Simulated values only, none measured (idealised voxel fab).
This is a process module. Its name is voxel wiring stack.
Square cells of 5 nm make up the cross-section cut, whose width is 285 nm.
A cross-section is written here as square cells arranged in a grid, and it is given in bands from the top down, each band taking up one or more rows of cells. It is stipulated that each band's entry specify, in nanometres, the height of the top of the band and then that of its bottom, followed by the materials of the band in left-to-right sequence, each together with its width in nanometres. A single material marked by the word "full width" is understood to fill the band from edge to edge; the word "empty" is understood to denote empty space. Measure heights from 0. That's the level where, below it, the as-received wafer is all one material. The lowest band is bottomless and extends downward; write it as in "0 and below". A two-number width, for instance "30->40", indicates that the width is equal to the first number in the top row of the band and to the second number in the bottom row, and that it changes by a constant amount per row of cells. Reading "no alteration" for a step: not a cell of the cross-section changed in it. Heads up: "Closed void register" only lists the empty pockets with no open path to the top that are 8 cells or more, and it writes them as width x height at distance, distance from the left edge, in nm. It should be noted that, on the line of a given step, the content following the step's settings is a remark produced by the simulator itself with respect to that step. The line of a step may include "overlay nm". On a step with a mask, this value is how far to the right of its planned place the mask lay. A negative value means the mask lay to the left.

### Planned step list for the process
step 1: RECEIVE | material Si
step 2: CONFORMAL_DEP | material SiO2 | thk nm 10
step 3: CONFORMAL_DEP | material SiN | thk nm 5
step 4: DIRECTIONAL_DEP | material lowk | thk nm 25
step 5: MASKED_ETCH | tone open | mask id METAL_1 | width nm 25 | pitch nm 55 | etch materials lowk | depth nm 25 | overlay nm 0
step 6: MASKED_ETCH | tone open | mask id METAL_1 | width nm 25 | pitch nm 55 | etch materials SiN | depth nm 5 | overlay nm 0
step 7: CONFORMAL_DEP | material TiN | thk nm 5
step 8: FILL_DEP | material Cu | thk nm 5
step 9: CMP | height nm 40
step 10: CONFORMAL_DEP | material SiCN | thk nm 5
step 11: DIRECTIONAL_DEP | material SiO2 | thk nm 25
step 12: DIRECTIONAL_DEP | material aC | thk nm 10
step 13: PATTERN | tone open | mask id METAL_2_HOLES | material resist | width nm 15 | thk nm 30 | overlay nm 0
step 14: DIRECTIONAL_ETCH | etch materials aC | depth nm 10
step 15: STRIP | etch materials resist
step 16: DIRECTIONAL_ETCH | etch materials SiO2 | depth nm 25
step 17: STRIP | etch materials aC
step 18: MASKED_ETCH | tone open | mask id METAL_2 | width nm 25 | pitch nm 55 | etch materials SiO2 | depth nm 15 | overlay nm 0
step 19: MASKED_ETCH | tone open | mask id METAL_2 | width nm 25 | pitch nm 55 | etch materials SiCN | depth nm 5 | overlay nm 0
step 20: CONFORMAL_DEP | material TiN | thk nm 5
step 21: FILL_DEP | material Cu | thk nm 5
step 22: CMP | height nm 70
step 23: CONFORMAL_DEP | material SiCN | thk nm 5
step 24: DIRECTIONAL_DEP | material SiO2 | thk nm 30
step 25: MASKED_ETCH | tone open | mask id METAL_3 | width nm 25 | pitch nm 55 | etch materials SiO2 | depth nm 20 | overlay nm 0
step 26: DIRECTIONAL_DEP | material aC | thk nm 10
step 27: PATTERN | tone open | mask id METAL_3_HOLES | material resist | width nm 15 | pitch nm 55 | thk nm 25 | overlay nm 0
step 28: DIRECTIONAL_ETCH | etch materials aC | depth nm 10
step 29: STRIP | etch materials resist
step 30: DIRECTIONAL_ETCH | etch materials SiO2 | depth nm 10
step 31: DIRECTIONAL_ETCH | etch materials SiCN | depth nm 5
step 32: STRIP | etch materials aC
step 33: CONFORMAL_DEP | material TiN | thk nm 5
step 34: FILL_DEP | material Cu | thk nm 5
step 35: CMP | height nm 105
step 36: CONFORMAL_DEP | material SiCN | thk nm 5
step 37: DIRECTIONAL_DEP | material SiO2 | thk nm 25
step 38: PATTERN | tone open | mask id METAL_4_HOLES | material resist | width nm 15 | pitch nm 55 | thk nm 20 | overlay nm 0
step 39: DIRECTIONAL_ETCH | etch materials SiO2 | depth nm 25
step 40: STRIP | etch materials resist
step 41: PATTERN | tone open | mask id METAL_4 | material resist | width nm 25 | pitch nm 55 | thk nm 20 | overlay nm 0
step 42: DIRECTIONAL_ETCH | etch materials SiO2 | depth nm 15
step 43: DIRECTIONAL_ETCH | etch materials SiCN | depth nm 5
step 44: STRIP | etch materials resist
step 45: CONFORMAL_DEP | material TiN | thk nm 5
step 46: FILL_DEP | material Cu | thk nm 10
step 47: CMP | height nm 135
step 48: CONFORMAL_DEP | material SiN | thk nm 5

### The cross-section here shows the wafer as received, i.e. in its state after step 1
* 0 and below: Si full width
* Closed void register: none

### The following cross-section depicts the wafer upon conclusion of the module. Processing commenced from the starting condition illustrated above and adhered to the plan illustrated above, save for one mistake in execution
* 140 down to 135: SiN full width
* 135 down to 125: SiO2 100 | TiN 5 | Cu 15 | TiN 5 | SiO2 30 | TiN 5 | Cu 15 | TiN 5 | SiO2 105
* 125 down to 120: SiO2 100 | TiN 5 | Cu 5 | TiN 15 | SiO2 30 | TiN 5 | Cu 5 | TiN 15 | SiO2 105
* 120 down to 110: SiO2 100 | TiN 5 | Cu 5 | TiN 5 | SiO2 40 | TiN 5 | Cu 5 | TiN 5 | SiO2 115
* 110 down to 105: SiCN 100 | TiN 15 | SiCN 40 | TiN 15 | SiCN 115
* 105 down to 90: SiO2 100 | TiN 5 | Cu 15 | TiN 5 | SiO2 30 | TiN 5 | Cu 15 | TiN 5 | SiO2 105
* 90 down to 85: SiO2 100 | TiN 5 | Cu 5 | TiN 15 | SiO2 30 | TiN 5 | Cu 5 | TiN 15 | SiO2 105
* 85 down to 75: SiO2 100 | TiN 5 | Cu 5 | TiN 5 | SiO2 40 | TiN 5 | Cu 5 | TiN 5 | SiO2 115
* 75 down to 70: SiCN 100 | TiN 15 | SiCN 40 | TiN 15 | SiCN 115
* 70 down to 60: SiO2 100 | TiN 5 | Cu 15 | TiN 5 | SiO2 30 | TiN 5 | Cu 15 | TiN 5 | SiO2 105
* 60 down to 55: SiO2 100 | TiN 5 | Cu 5 | TiN 15 | SiO2 30 | TiN 25 | SiO2 105
* 55 down to 45: SiO2 100 | TiN 5 | Cu 5 | TiN 5 | SiO2 170
* 45 down to 40: SiCN 100 | TiN 15 | SiCN 170
* 40 down to 35: SiN 100 | TiN 25 | SiN 30 | TiN 25 | SiN 105
* 35 down to 10: lowk full width
* 10 down to 0: SiO2 full width
* 0 and below: Si full width
* Closed void register: none
Deviation from plan: ran 3 and 4 in swapped order versus the plan
